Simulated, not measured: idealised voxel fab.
process module | voxel transistor to metal
cross-section cut | 175 nm wide | cells 5 nm
A cross-section is a grid of square cells, given in bands from the top down. A band is one or more rows of cells.
Each band's line starts with the height of the band's top and of its bottom, in nm. Then come its materials from left to right, each with its width in nm. One material with "throughout" fills the band from edge to edge. "air" is empty space.
Height 0 is the level under which the wafer as received is all one material. The lowest band goes on downwards, as in "0 down".
A width such as "30 to 40" changes by the same amount from each row of cells to the next, from the band's top row to its bottom row.
"no change" after a step means that no cell of the cross-section changed.
closed voids: empty space of 8 cells or more with no open way to the top, each as width x height at its distance from the left edge, in nm
after a step's settings: what the simulator itself notes on the step
overlay nm, on a step with a mask: how far to the right of its planned place the mask lay; to the left if negative
plan
1 op RECEIVE | material Si
2 op OXIDIZE | depth nm 5
3 op CONFORMAL_DEP | material SiN | thk nm 10
4 op PATTERN | tone cover | mask id ACTIVE | material resist | width nm 105 | thk nm 20 | overlay nm 0
5 op DIRECTIONAL_ETCH | etch materials SiN | depth nm 10
6 op DIRECTIONAL_ETCH | etch materials SiO2 | depth nm 5
7 op DIRECTIONAL_ETCH | etch materials Si | depth nm 25
8 op STRIP | etch materials resist
9 op OXIDIZE | depth nm 5
10 op FILL_DEP | material SiO2 | thk nm 15
11 op CMP | height nm 10
12 op SELECTIVE_ETCH | etch materials SiO2 | depth nm 5
13 op STRIP | etch materials SiN
14 op SELECTIVE_ETCH | etch materials SiO2 | depth nm 5
15 op OXIDIZE | depth nm 5
16 op DIRECTIONAL_DEP | material polySi | thk nm 20
17 op DIRECTIONAL_DEP | material SiCN | thk nm 10
18 op MASKED_ETCH | tone cover | mask id GATE | width nm 25 | etch materials SiCN | depth nm 20 | overlay nm 0
19 op MASKED_ETCH | tone cover | mask id GATE | width nm 25 | etch materials polySi | depth nm 30 | overlay nm 0
20 op CONFORMAL_DEP | material SiO2 | thk nm 5
21 op DIRECTIONAL_ETCH | etch materials SiO2 | depth nm 5
22 op CONFORMAL_DEP | material SiN | thk nm 10
23 op DIRECTIONAL_ETCH | etch materials SiN | depth nm 10
24 op DIRECTIONAL_ETCH | etch materials SiO2 | depth nm 5
25 op DIRECTIONAL_ETCH | etch materials Si | depth nm 15
26 op EPI | material nSi | thk nm 15
27 op FILL_DEP | material SiO2 | thk nm 5
28 op CMP | height nm 15
29 op STRIP | etch materials polySi
30 op SELECTIVE_ETCH | etch materials SiO2 | depth nm 5
31 op CONFORMAL_DEP | material HfO2 | thk nm 5
32 op CONFORMAL_DEP | material TiN | thk nm 5
33 op FILL_DEP | material W | thk nm 10
34 op CMP | height nm 10
35 op DIRECTIONAL_DEP | material SiO2 | thk nm 15
36 op DIRECTIONAL_DEP | material aC | thk nm 10
37 op PATTERN | tone open | mask id CONTACT | material resist | width nm 20 | pitch nm 75 | thk nm 30 | overlay nm 0
38 op DIRECTIONAL_ETCH | etch materials aC | depth nm 10
39 op STRIP | etch materials resist
40 op DIRECTIONAL_ETCH | etch materials SiO2 | depth nm 20
41 op STRIP | etch materials aC
42 op CONFORMAL_DEP | material TiN | thk nm 5
43 op FILL_DEP | material W | thk nm 10
44 op CMP | height nm 25
45 op DIRECTIONAL_DEP | material TiN | thk nm 5
46 op DIRECTIONAL_DEP | material W | thk nm 15
47 op PATTERN | tone cover | mask id METAL_1 | material resist | width nm 20 | pitch nm 75 | thk nm 20 | overlay nm 0
48 op DIRECTIONAL_ETCH | etch materials W | depth nm 15
49 op DIRECTIONAL_ETCH | etch materials TiN | depth nm 5
50 op STRIP | etch materials resist
51 op FILL_DEP | material SiO2 | thk nm 10
52 op CMP | height nm 45
53 op CONFORMAL_DEP | material SiCN | thk nm 5
54 op DIRECTIONAL_DEP | material SiO2 | thk nm 25
55 op MASKED_ETCH | tone open | mask id METAL_2 | width nm 20 | pitch nm 75 | etch materials SiO2 | depth nm 15 | overlay nm 0
56 op MASKED_ETCH | tone open | mask id METAL_2_HOLES | width nm 15 | pitch nm 75 | etch materials SiO2 | depth nm 10 | overlay nm 0
57 op MASKED_ETCH | tone open | mask id METAL_2_HOLES | width nm 15 | pitch nm 75 | etch materials SiCN | depth nm 5 | overlay nm 0
58 op CONFORMAL_DEP | material TiN | thk nm 5
59 op FILL_DEP | material Cu | thk nm 5
60 op CMP | height nm 75
61 op CONFORMAL_DEP | material SiN | thk nm 5
first wafer, as planned
as received, after step 1
  0 down: Si throughout
  closed voids: none
after step 2
  0 to -5: SiO2 throughout
  below -5: unchanged
after step 3
  10 to 0: SiN throughout
  below 0: unchanged
after step 4
  30 to 10: air 35 | resist 105 | air 35
  below 10: unchanged
after step 5
  30 to 10: air 35 | resist 105 | air 35
  10 to 0: air 35 | SiN 105 | air 35
  below 0: unchanged
after step 6
  30 to 10: air 35 | resist 105 | air 35
  10 to 0: air 35 | SiN 105 | air 35
  0 to -5: air 35 | SiO2 105 | air 35
  below -5: unchanged
after step 7
  30 to 10: air 35 | resist 105 | air 35
  10 to 0: air 35 | SiN 105 | air 35
  0 to -5: air 35 | SiO2 105 | air 35
  -5 to -30: air 35 | Si 105 | air 35
  below -30: unchanged
after step 8
  10 to 0: air 35 | SiN 105 | air 35
  below 0: unchanged
after step 9
  10 to 0: air 35 | SiN 105 | air 35
  0 to -5: air 35 | SiO2 105 | air 35
  -5 to -30: air 35 | SiO2 5 | Si 95 | SiO2 5 | air 35
  -30 to -35: SiO2 40 | Si 95 | SiO2 40
  below -35: unchanged
after step 10
  25 to 10: SiO2 throughout
  10 to 0: SiO2 35 | SiN 105 | SiO2 35
  0 to -5: SiO2 throughout
  -5 to -35: SiO2 40 | Si 95 | SiO2 40
  below -35: unchanged
after step 11
  10 to 0: SiO2 35 | SiN 105 | SiO2 35
  below 0: unchanged
after step 12
  10 to 5: air 35 | SiN 105 | air 35
  below 5: unchanged
after step 13
  5 to 0: SiO2 35 | air 105 | SiO2 35
  below 0: unchanged
after step 14
  0 to -5: SiO2 30 | air 115 | SiO2 30
  below -5: unchanged
after step 15
  0 to -5: SiO2 30 | air 115 | SiO2 30
  -5 to -10: SiO2 throughout
  below -10: unchanged
after step 16
  20 to 15: polySi 30 | air 115 | polySi 30
  15 to 0: polySi throughout
  0 to -5: SiO2 30 | polySi 115 | SiO2 30
  below -5: unchanged
after step 17
  30 to 25: SiCN 30 | air 115 | SiCN 30
  25 to 20: SiCN throughout
  20 to 15: polySi 30 | SiCN 115 | polySi 30
  below 15: unchanged
after step 18
  25 to 20: air 75 | SiCN 25 | air 75
  20 to 15: polySi 30 | air 45 | SiCN 25 | air 45 | polySi 30
  below 15: unchanged
after step 19
  25 to 15: air 75 | SiCN 25 | air 75
  15 to 0: air 75 | polySi 25 | air 75
  0 to -5: SiO2 30 | air 45 | polySi 25 | air 45 | SiO2 30
  below -5: unchanged
after step 20
  30 to 25: air 70 | SiO2 35 | air 70
  25 to 15: air 70 | SiO2 5 | SiCN 25 | SiO2 5 | air 70
  15 to 5: air 70 | SiO2 5 | polySi 25 | SiO2 5 | air 70
  5 to 0: SiO2 35 | air 35 | SiO2 5 | polySi 25 | SiO2 5 | air 35 | SiO2 35
  0 to -5: SiO2 75 | polySi 25 | SiO2 75
  below -5: unchanged
after step 21
  25 to 15: air 70 | SiO2 5 | SiCN 25 | SiO2 5 | air 70
  15 to 0: air 70 | SiO2 5 | polySi 25 | SiO2 5 | air 70
  0 to -5: SiO2 35 | air 35 | SiO2 5 | polySi 25 | SiO2 5 | air 35 | SiO2 35
  below -5: unchanged
after step 22
  35 to 25: air 60 | SiN 55 | air 60
  25 to 15: air 60 | SiN 10 | SiO2 5 | SiCN 25 | SiO2 5 | SiN 10 | air 60
  15 to 10: air 60 | SiN 10 | SiO2 5 | polySi 25 | SiO2 5 | SiN 10 | air 60
  10 to 5: SiN 45 | air 15 | SiN 10 | SiO2 5 | polySi 25 | SiO2 5 | SiN 10 | air 15 | SiN 45
  5 to 0: SiN 70 | SiO2 5 | polySi 25 | SiO2 5 | SiN 70
  0 to -5: SiO2 35 | SiN 35 | SiO2 5 | polySi 25 | SiO2 5 | SiN 35 | SiO2 35
  below -5: unchanged
after step 23
  25 to 15: air 60 | SiN 10 | SiO2 5 | SiCN 25 | SiO2 5 | SiN 10 | air 60
  15 to 0: air 60 | SiN 10 | SiO2 5 | polySi 25 | SiO2 5 | SiN 10 | air 60
  0 to -5: SiO2 35 | SiN 10 | air 15 | SiN 10 | SiO2 5 | polySi 25 | SiO2 5 | SiN 10 | air 15 | SiN 10 | SiO2 35
  below -5: unchanged
after step 24
  25 to 20: air 60 | SiN 10 | air 5 | SiCN 25 | air 5 | SiN 10 | air 60
  20 to 15: air 60 | SiN 10 | SiO2 5 | SiCN 25 | SiO2 5 | SiN 10 | air 60
  15 to 0: air 60 | SiN 10 | SiO2 5 | polySi 25 | SiO2 5 | SiN 10 | air 60
  0 to -5: air 35 | SiN 10 | air 15 | SiN 10 | SiO2 5 | polySi 25 | SiO2 5 | SiN 10 | air 15 | SiN 10 | air 35
  -5 to -10: SiO2 45 | air 15 | SiO2 55 | air 15 | SiO2 45
  below -10: unchanged
after step 25
  25 to 20: air 60 | SiN 10 | air 5 | SiCN 25 | air 5 | SiN 10 | air 60
  20 to 15: air 60 | SiN 10 | SiO2 5 | SiCN 25 | SiO2 5 | SiN 10 | air 60
  15 to 0: air 60 | SiN 10 | SiO2 5 | polySi 25 | SiO2 5 | SiN 10 | air 60
  0 to -5: air 35 | SiN 10 | air 15 | SiN 10 | SiO2 5 | polySi 25 | SiO2 5 | SiN 10 | air 15 | SiN 10 | air 35
  -5 to -10: SiO2 45 | air 15 | SiO2 55 | air 15 | SiO2 45
  -10 to -25: SiO2 40 | Si 5 | air 15 | Si 55 | air 15 | Si 5 | SiO2 40
  below -25: unchanged
after step 26
  25 to 20: air 60 | SiN 10 | air 5 | SiCN 25 | air 5 | SiN 10 | air 60
  20 to 15: air 60 | SiN 10 | SiO2 5 | SiCN 25 | SiO2 5 | SiN 10 | air 60
  15 to 5: air 60 | SiN 10 | SiO2 5 | polySi 25 | SiO2 5 | SiN 10 | air 60
  5 to 0: air 40 | nSi 20 | SiN 10 | SiO2 5 | polySi 25 | SiO2 5 | SiN 10 | nSi 20 | air 40
  0 to -5: air 35 | SiN 10 | nSi 15 | SiN 10 | SiO2 5 | polySi 25 | SiO2 5 | SiN 10 | nSi 15 | SiN 10 | air 35
  -5 to -10: SiO2 45 | nSi 15 | SiO2 55 | nSi 15 | SiO2 45
  -10 to -25: SiO2 40 | Si 5 | nSi 15 | Si 55 | nSi 15 | Si 5 | SiO2 40
  below -25: unchanged
after step 27
  30 to 25: SiO2 throughout
  25 to 15: SiO2 60 | SiN 10 | SiO2 5 | SiCN 25 | SiO2 5 | SiN 10 | SiO2 60
  15 to 5: SiO2 60 | SiN 10 | SiO2 5 | polySi 25 | SiO2 5 | SiN 10 | SiO2 60
  5 to 0: SiO2 40 | nSi 20 | SiN 10 | SiO2 5 | polySi 25 | SiO2 5 | SiN 10 | nSi 20 | SiO2 40
  0 to -5: SiO2 35 | SiN 10 | nSi 15 | SiN 10 | SiO2 5 | polySi 25 | SiO2 5 | SiN 10 | nSi 15 | SiN 10 | SiO2 35
  below -5: unchanged
after step 28
  15 to 5: SiO2 60 | SiN 10 | SiO2 5 | polySi 25 | SiO2 5 | SiN 10 | SiO2 60
  below 5: unchanged
after step 29
  15 to 5: SiO2 60 | SiN 10 | SiO2 5 | air 25 | SiO2 5 | SiN 10 | SiO2 60
  5 to 0: SiO2 40 | nSi 20 | SiN 10 | SiO2 5 | air 25 | SiO2 5 | SiN 10 | nSi 20 | SiO2 40
  0 to -5: SiO2 35 | SiN 10 | nSi 15 | SiN 10 | SiO2 5 | air 25 | SiO2 5 | SiN 10 | nSi 15 | SiN 10 | SiO2 35
  below -5: unchanged
after step 30
  15 to 10: air 60 | SiN 10 | air 35 | SiN 10 | air 60
  10 to 5: SiO2 60 | SiN 10 | air 35 | SiN 10 | SiO2 60
  5 to 0: SiO2 40 | nSi 20 | SiN 10 | air 35 | SiN 10 | nSi 20 | SiO2 40
  0 to -5: SiO2 35 | SiN 10 | nSi 15 | SiN 10 | air 35 | SiN 10 | nSi 15 | SiN 10 | SiO2 35
  -5 to -10: SiO2 45 | nSi 15 | SiO2 10 | air 35 | SiO2 10 | nSi 15 | SiO2 45
  below -10: unchanged
after step 31
  20 to 15: air 55 | HfO2 20 | air 25 | HfO2 20 | air 55
  15 to 10: HfO2 60 | SiN 10 | HfO2 5 | air 25 | HfO2 5 | SiN 10 | HfO2 60
  10 to 5: SiO2 60 | SiN 10 | HfO2 5 | air 25 | HfO2 5 | SiN 10 | SiO2 60
  5 to 0: SiO2 40 | nSi 20 | SiN 10 | HfO2 5 | air 25 | HfO2 5 | SiN 10 | nSi 20 | SiO2 40
  0 to -5: SiO2 35 | SiN 10 | nSi 15 | SiN 10 | HfO2 5 | air 25 | HfO2 5 | SiN 10 | nSi 15 | SiN 10 | SiO2 35
  -5 to -10: SiO2 45 | nSi 15 | SiO2 10 | HfO2 35 | SiO2 10 | nSi 15 | SiO2 45
  below -10: unchanged
after step 32
  25 to 20: air 50 | TiN 30 | air 15 | TiN 30 | air 50
  20 to 15: TiN 55 | HfO2 20 | TiN 5 | air 15 | TiN 5 | HfO2 20 | TiN 55
  15 to 10: HfO2 60 | SiN 10 | HfO2 5 | TiN 5 | air 15 | TiN 5 | HfO2 5 | SiN 10 | HfO2 60
  10 to 5: SiO2 60 | SiN 10 | HfO2 5 | TiN 5 | air 15 | TiN 5 | HfO2 5 | SiN 10 | SiO2 60
  5 to 0: SiO2 40 | nSi 20 | SiN 10 | HfO2 5 | TiN 5 | air 15 | TiN 5 | HfO2 5 | SiN 10 | nSi 20 | SiO2 40
  0 to -5: SiO2 35 | SiN 10 | nSi 15 | SiN 10 | HfO2 5 | TiN 25 | HfO2 5 | SiN 10 | nSi 15 | SiN 10 | SiO2 35
  below -5: unchanged
after step 33
  35 to 25: W throughout
  25 to 20: W 50 | TiN 30 | W 15 | TiN 30 | W 50
  20 to 15: TiN 55 | HfO2 20 | TiN 5 | W 15 | TiN 5 | HfO2 20 | TiN 55
  15 to 10: HfO2 60 | SiN 10 | HfO2 5 | TiN 5 | W 15 | TiN 5 | HfO2 5 | SiN 10 | HfO2 60
  10 to 5: SiO2 60 | SiN 10 | HfO2 5 | TiN 5 | W 15 | TiN 5 | HfO2 5 | SiN 10 | SiO2 60
  5 to 0: SiO2 40 | nSi 20 | SiN 10 | HfO2 5 | TiN 5 | W 15 | TiN 5 | HfO2 5 | SiN 10 | nSi 20 | SiO2 40
  below 0: unchanged
after step 34
  10 to 5: SiO2 60 | SiN 10 | HfO2 5 | TiN 5 | W 15 | TiN 5 | HfO2 5 | SiN 10 | SiO2 60
  below 5: unchanged
after step 35
  25 to 10: SiO2 throughout
  below 10: unchanged
after step 36
  35 to 25: aC throughout
  below 25: unchanged
after step 37
  65 to 35: resist 40 | air 20 | resist 55 | air 20 | resist 40
  below 35: unchanged
after step 38
  55 to 35: resist 40 | air 20 | resist 55 | air 20 | resist 40
  35 to 25: aC 40 | air 20 | aC 55 | air 20 | aC 40
  below 25: unchanged
after step 39
  35 to 25: aC 40 | air 20 | aC 55 | air 20 | aC 40
  below 25: unchanged
after step 40
  35 to 25: aC 40 | air 20 | aC 55 | air 20 | aC 40
  25 to 10: SiO2 40 | air 20 | SiO2 55 | air 20 | SiO2 40
  10 to 5: SiO2 40 | air 20 | SiN 10 | HfO2 5 | TiN 5 | W 15 | TiN 5 | HfO2 5 | SiN 10 | air 20 | SiO2 40
  below 5: unchanged
after step 41
  25 to 10: SiO2 40 | air 20 | SiO2 55 | air 20 | SiO2 40
  below 10: unchanged
after step 42
  30 to 25: TiN 45 | air 10 | TiN 65 | air 10 | TiN 45
  25 to 10: SiO2 40 | TiN 5 | air 10 | TiN 5 | SiO2 55 | TiN 5 | air 10 | TiN 5 | SiO2 40
  10 to 5: SiO2 40 | TiN 20 | SiN 10 | HfO2 5 | TiN 5 | W 15 | TiN 5 | HfO2 5 | SiN 10 | TiN 20 | SiO2 40
  below 5: unchanged
after step 43
  40 to 30: W throughout
  30 to 25: TiN 45 | W 10 | TiN 65 | W 10 | TiN 45
  25 to 10: SiO2 40 | TiN 5 | W 10 | TiN 5 | SiO2 55 | TiN 5 | W 10 | TiN 5 | SiO2 40
  below 10: unchanged
after step 44
  25 to 10: SiO2 40 | TiN 5 | W 10 | TiN 5 | SiO2 55 | TiN 5 | W 10 | TiN 5 | SiO2 40
  below 10: unchanged
after step 45
  30 to 25: TiN throughout
  below 25: unchanged
after step 46
  45 to 30: W throughout
  below 30: unchanged
after step 47
  65 to 45: air 40 | resist 20 | air 55 | resist 20 | air 40
  below 45: unchanged
after step 48
  65 to 45: air 40 | resist 20 | air 55 | resist 20 | air 40
  45 to 30: air 40 | W 20 | air 55 | W 20 | air 40
  below 30: unchanged
after step 49
  65 to 45: air 40 | resist 20 | air 55 | resist 20 | air 40
  45 to 30: air 40 | W 20 | air 55 | W 20 | air 40
  30 to 25: air 40 | TiN 20 | air 55 | TiN 20 | air 40
  below 25: unchanged
after step 50
  45 to 30: air 40 | W 20 | air 55 | W 20 | air 40
  below 30: unchanged
after step 51
  55 to 45: SiO2 throughout
  45 to 30: SiO2 40 | W 20 | SiO2 55 | W 20 | SiO2 40
  30 to 25: SiO2 40 | TiN 20 | SiO2 55 | TiN 20 | SiO2 40
  below 25: unchanged
after step 52
  45 to 30: SiO2 40 | W 20 | SiO2 55 | W 20 | SiO2 40
  below 30: unchanged
after step 53
  50 to 45: SiCN throughout
  below 45: unchanged
after step 54
  75 to 50: SiO2 throughout
  below 50: unchanged
after step 55
  75 to 60: SiO2 40 | air 20 | SiO2 55 | air 20 | SiO2 40
  below 60: unchanged
after step 56
  75 to 60: SiO2 40 | air 20 | SiO2 55 | air 20 | SiO2 40
  60 to 50: SiO2 40 | air 15 | SiO2 60 | air 15 | SiO2 45
  below 50: unchanged
after step 57
  75 to 60: SiO2 40 | air 20 | SiO2 55 | air 20 | SiO2 40
  60 to 50: SiO2 40 | air 15 | SiO2 60 | air 15 | SiO2 45
  50 to 45: SiCN 40 | air 15 | SiCN 60 | air 15 | SiCN 45
  below 45: unchanged
after step 58
  80 to 75: TiN 45 | air 10 | TiN 65 | air 10 | TiN 45
  75 to 65: SiO2 40 | TiN 5 | air 10 | TiN 5 | SiO2 55 | TiN 5 | air 10 | TiN 5 | SiO2 40
  65 to 60: SiO2 40 | TiN 5 | air 5 | TiN 10 | SiO2 55 | TiN 5 | air 5 | TiN 10 | SiO2 40
  60 to 50: SiO2 40 | TiN 5 | air 5 | TiN 5 | SiO2 60 | TiN 5 | air 5 | TiN 5 | SiO2 45
  50 to 45: SiCN 40 | TiN 15 | SiCN 60 | TiN 15 | SiCN 45
  below 45: unchanged
after step 59
  85 to 80: Cu throughout
  80 to 75: TiN 45 | Cu 10 | TiN 65 | Cu 10 | TiN 45
  75 to 65: SiO2 40 | TiN 5 | Cu 10 | TiN 5 | SiO2 55 | TiN 5 | Cu 10 | TiN 5 | SiO2 40
  65 to 60: SiO2 40 | TiN 5 | Cu 5 | TiN 10 | SiO2 55 | TiN 5 | Cu 5 | TiN 10 | SiO2 40
  60 to 50: SiO2 40 | TiN 5 | Cu 5 | TiN 5 | SiO2 60 | TiN 5 | Cu 5 | TiN 5 | SiO2 45
  below 50: unchanged
after step 60
  75 to 65: SiO2 40 | TiN 5 | Cu 10 | TiN 5 | SiO2 55 | TiN 5 | Cu 10 | TiN 5 | SiO2 40
  below 65: unchanged
after step 61
  80 to 75: SiN throughout
  below 75: unchanged
second wafer: like start, like plan, one mistake. Through step 43 it matches the first wafer
when step 44 should have ended: no change
when step 45 should have ended
  45 to 40: TiN throughout
  below 40: unchanged
when step 46 should have ended
  60 to 45: W throughout
  below 45: unchanged
when step 47 should have ended
  80 to 60: air 40 | resist 20 | air 55 | resist 20 | air 40
  below 60: unchanged
when step 48 should have ended
  80 to 60: air 40 | resist 20 | air 55 | resist 20 | air 40
  60 to 45: air 40 | W 20 | air 55 | W 20 | air 40
  below 45: unchanged
when step 49 should have ended
  80 to 60: air 40 | resist 20 | air 55 | resist 20 | air 40
  60 to 45: air 40 | W 20 | air 55 | W 20 | air 40
  45 to 40: air 40 | TiN 20 | air 55 | TiN 20 | air 40
  below 40: unchanged
when step 50 should have ended
  60 to 45: air 40 | W 20 | air 55 | W 20 | air 40
  below 45: unchanged
when step 51 should have ended
  70 to 60: SiO2 throughout
  60 to 45: SiO2 40 | W 20 | SiO2 55 | W 20 | SiO2 40
  45 to 40: SiO2 40 | TiN 20 | SiO2 55 | TiN 20 | SiO2 40
  below 40: unchanged
when step 52 should have ended
  45 to 40: SiO2 40 | TiN 20 | SiO2 55 | TiN 20 | SiO2 40
  below 40: unchanged
when step 53 should have ended
  50 to 45: SiCN throughout
  below 45: unchanged
when step 54 should have ended
  75 to 50: SiO2 throughout
  below 50: unchanged
when step 55 should have ended
  75 to 60: SiO2 40 | air 20 | SiO2 55 | air 20 | SiO2 40
  below 60: unchanged
when step 56 should have ended
  75 to 60: SiO2 40 | air 20 | SiO2 55 | air 20 | SiO2 40
  60 to 50: SiO2 40 | air 15 | SiO2 60 | air 15 | SiO2 45
  below 50: unchanged
when step 57 should have ended
  75 to 60: SiO2 40 | air 20 | SiO2 55 | air 20 | SiO2 40
  60 to 50: SiO2 40 | air 15 | SiO2 60 | air 15 | SiO2 45
  50 to 45: SiCN 40 | air 15 | SiCN 60 | air 15 | SiCN 45
  below 45: unchanged
when step 58 should have ended
  80 to 75: TiN 45 | air 10 | TiN 65 | air 10 | TiN 45
  75 to 65: SiO2 40 | TiN 5 | air 10 | TiN 5 | SiO2 55 | TiN 5 | air 10 | TiN 5 | SiO2 40
  65 to 60: SiO2 40 | TiN 5 | air 5 | TiN 10 | SiO2 55 | TiN 5 | air 5 | TiN 10 | SiO2 40
  60 to 50: SiO2 40 | TiN 5 | air 5 | TiN 5 | SiO2 60 | TiN 5 | air 5 | TiN 5 | SiO2 45
  50 to 45: SiCN 40 | TiN 15 | SiCN 60 | TiN 15 | SiCN 45
  below 45: unchanged
when step 59 should have ended
  85 to 80: Cu throughout
  80 to 75: TiN 45 | Cu 10 | TiN 65 | Cu 10 | TiN 45
  75 to 65: SiO2 40 | TiN 5 | Cu 10 | TiN 5 | SiO2 55 | TiN 5 | Cu 10 | TiN 5 | SiO2 40
  65 to 60: SiO2 40 | TiN 5 | Cu 5 | TiN 10 | SiO2 55 | TiN 5 | Cu 5 | TiN 10 | SiO2 40
  60 to 50: SiO2 40 | TiN 5 | Cu 5 | TiN 5 | SiO2 60 | TiN 5 | Cu 5 | TiN 5 | SiO2 45
  below 50: unchanged
when step 60 should have ended
  75 to 65: SiO2 40 | TiN 5 | Cu 10 | TiN 5 | SiO2 55 | TiN 5 | Cu 10 | TiN 5 | SiO2 40
  below 65: unchanged
when step 61 should have ended
  80 to 75: SiN throughout
  below 75: unchanged
what went wrong: step 44 was left out
at the end the second wafer has, in cells: 81 fewer of SiO2 | 31 more of TiN | 50 more of W
